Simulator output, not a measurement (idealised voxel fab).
process module | voxel self aligned vias
cross-section cut | 220 nm wide | cells 5 nm
A cross-section is a grid of square cells, given in bands from the top down. A band is one or more rows of cells.
Each band's line starts with the height of the band's top and of its bottom, in nm. Then come its materials from left to right, each with its width in nm. One material with "throughout" fills the band from edge to edge. "air" is empty space.
Height 0 is the level under which the wafer as received is all one material. The lowest band goes on downwards, as in "0 down".
A width such as "30 to 40" changes by the same amount from each row of cells to the next, from the band's top row to its bottom row.
"no change" after a step means that no cell of the cross-section changed.
closed voids: empty space of 8 cells or more with no open way to the top, each as width x height at its distance from the left edge, in nm
after a step's settings: what the simulator itself notes on the step
overlay nm, on a step with a mask: how far to the right of its planned place the mask lay; to the left if negative
plan
1 op RECEIVE | material Si
2 op CONFORMAL_DEP | material SiO2 | thk nm 10
3 op CONFORMAL_DEP | material SiCN | thk nm 5
4 op DIRECTIONAL_DEP | material SiO2 | thk nm 25
5 op PATTERN | tone open | mask id LINES | material resist | width nm 20 | pitch nm 50 | thk nm 15 | overlay nm 0
6 op DIRECTIONAL_ETCH | etch materials SiO2 | depth nm 25
7 op STRIP | etch materials resist
8 op CONFORMAL_DEP | material TiN | thk nm 5
9 op FILL_DEP | material W | thk nm 10
10 op CMP | height nm 40
11 op SELECTIVE_ETCH | etch materials W Ru TiN | depth nm 5
12 op FILL_DEP | material SiN | thk nm 10
13 op CMP | height nm 40
14 op DIRECTIONAL_DEP | material SiO2 | thk nm 15
15 op MASKED_ETCH | tone open | mask id VIAS | width nm 30 | pitch nm 100 | etch materials SiO2 | depth nm 15 | overlay nm 0
16 op MASKED_ETCH | tone open | mask id VIAS | width nm 30 | pitch nm 100 | etch materials SiN | depth nm 5 | overlay nm 0
17 op CONFORMAL_DEP | material TiN | thk nm 5
18 op FILL_DEP | material Ru | thk nm 10
19 op CMP | height nm 55
20 op CONFORMAL_DEP | material SiN | thk nm 5
as received, after step 1
  0 down: Si throughout
  closed voids: none
a wafer at the end: this start, this plan, one mistake
  60 to 55: SiN throughout
  55 to 40: SiO2 45 | TiN 5 | Ru 20 | TiN 5 | SiO2 70 | TiN 5 | Ru 20 | TiN 5 | SiO2 45
  40 to 35: SiO2 45 | TiN 30 | SiO2 25 | SiN 20 | SiO2 25 | TiN 30 | SiO2 45
  35 to 25: SiO2 45 | TiN 10 | W 10 | TiN 10 | SiO2 25 | TiN 5 | W 10 | TiN 5 | SiO2 25 | TiN 10 | W 10 | TiN 10 | SiO2 45
  25 to 20: SiO2 50 | TiN 5 | W 10 | TiN 5 | SiO2 30 | TiN 5 | W 10 | TiN 5 | SiO2 30 | TiN 5 | W 10 | TiN 5 | SiO2 50
  20 to 15: SiO2 50 | TiN 20 | SiO2 30 | TiN 20 | SiO2 30 | TiN 20 | SiO2 50
  15 to 10: SiCN throughout
  10 to 0: SiO2 throughout
  0 down: Si throughout
  closed voids: none
what went wrong: step 15 was run twice
